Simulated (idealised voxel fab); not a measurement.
Herein follows the process module entitled voxel lift off.
Section shown: cut. Width: 260 nm. Cell size: 5 nm, square.
Heads up, the way a cross-section reads in here is a grid of square cells, handed over as bands from the top down, with every band being one or more rows of cells. Band: top and bottom heights (nm) first, top before bottom; then materials from left to right, widths in nm. "throughout" marks a sole material filling the band edge to edge. "air" denotes empty space. We count height from 0. Below that, the starting wafer is all one material. The lowest band never ends at the bottom but goes on down; see "0 down" for how that is written. The expression "30->40" gives the width at the extremes of the band, the first number at its top row of cells and the second at its bottom row, with the width changing by equal amounts from each row to the next in between. It should be understood that the words "no change", when stated for a given step, signify that the cross-section underwent no change in any of its cells during that step. "Enclosed internal cavities": empty spaces of 8 cells or more with no open way to the top, each given as width x height at distance, distance from the left edge, all in nm. Formally, on a step line, whatever follows the settings is a remark that the simulator itself makes on the step. The "overlay nm" setting may appear on a step's line; for a step that uses a mask, it gives how far to the right of its planned position the mask lay, and a negative value indicates the left.

[Planned step list for the process]
1. RECEIVE,material Si
2. CONFORMAL_DEP,material SiN,thk nm 15
3. PATTERN,tone open,mask id LINES,material resist,width nm 25,pitch nm 50,thk nm 30,overlay nm 0
4. DIRECTIONAL_DEP,material Ru,thk nm 15
5. STRIP,etch materials resist
6. CONFORMAL_DEP,material SiCN,thk nm 5

[First of two wafers, with the run carried out as planned]

[Wafer as received: cross-section following step 1]
	0 down = Si throughout
	Enclosed internal cavities: none

[Step 2 complete: cross-section through the wafer]
	15 to 0 = SiN throughout
	Below 0, no change.

[Step 3 complete: cross-section through the wafer]
	45 to 15 = resist: 65; air: 25; resist: 25; air: 25; resist: 25; air: 25; resist: 70
	Below 15, no change.

[Step 4 complete: cross-section through the wafer]
	60 to 45 = Ru: 65; air: 25; Ru: 25; air: 25; Ru: 25; air: 25; Ru: 70
	45 to 30 = resist: 65; air: 25; resist: 25; air: 25; resist: 25; air: 25; resist: 70
	30 to 15 = resist: 65; Ru: 25; resist: 25; Ru: 25; resist: 25; Ru: 25; resist: 70
	Below 15, no change.

[Step 5 complete: cross-section through the wafer]
	30 to 15 = air: 65; Ru: 25; air: 25; Ru: 25; air: 25; Ru: 25; air: 70
	Below 15, no change.

[Step 6 complete: cross-section through the wafer]
	35 to 30 = air: 60; SiCN: 35; air: 15; SiCN: 35; air: 15; SiCN: 35; air: 65
	30 to 20 = air: 60; SiCN: 5; Ru: 25; SiCN: 5; air: 15; SiCN: 5; Ru: 25; SiCN: 5; air: 15; SiCN: 5; Ru: 25; SiCN: 5; air: 65
	20 to 15 = SiCN: 65; Ru: 25; SiCN: 25; Ru: 25; SiCN: 25; Ru: 25; SiCN: 70
	Below 15, no change.

[Second wafer - shared start and plan with the first - one error in running - same as the first up to step 5 inclusive]

Cross-section of the second wafer at the time by which step 6 should have been completed according to the plan: no change
In executing the process, a mistake was made relative to the plan: step 6 was dropped from the plan's execution and never run
Wafer comparison, final, in cells, second relative to first, materials more or fewer: SiCN -70
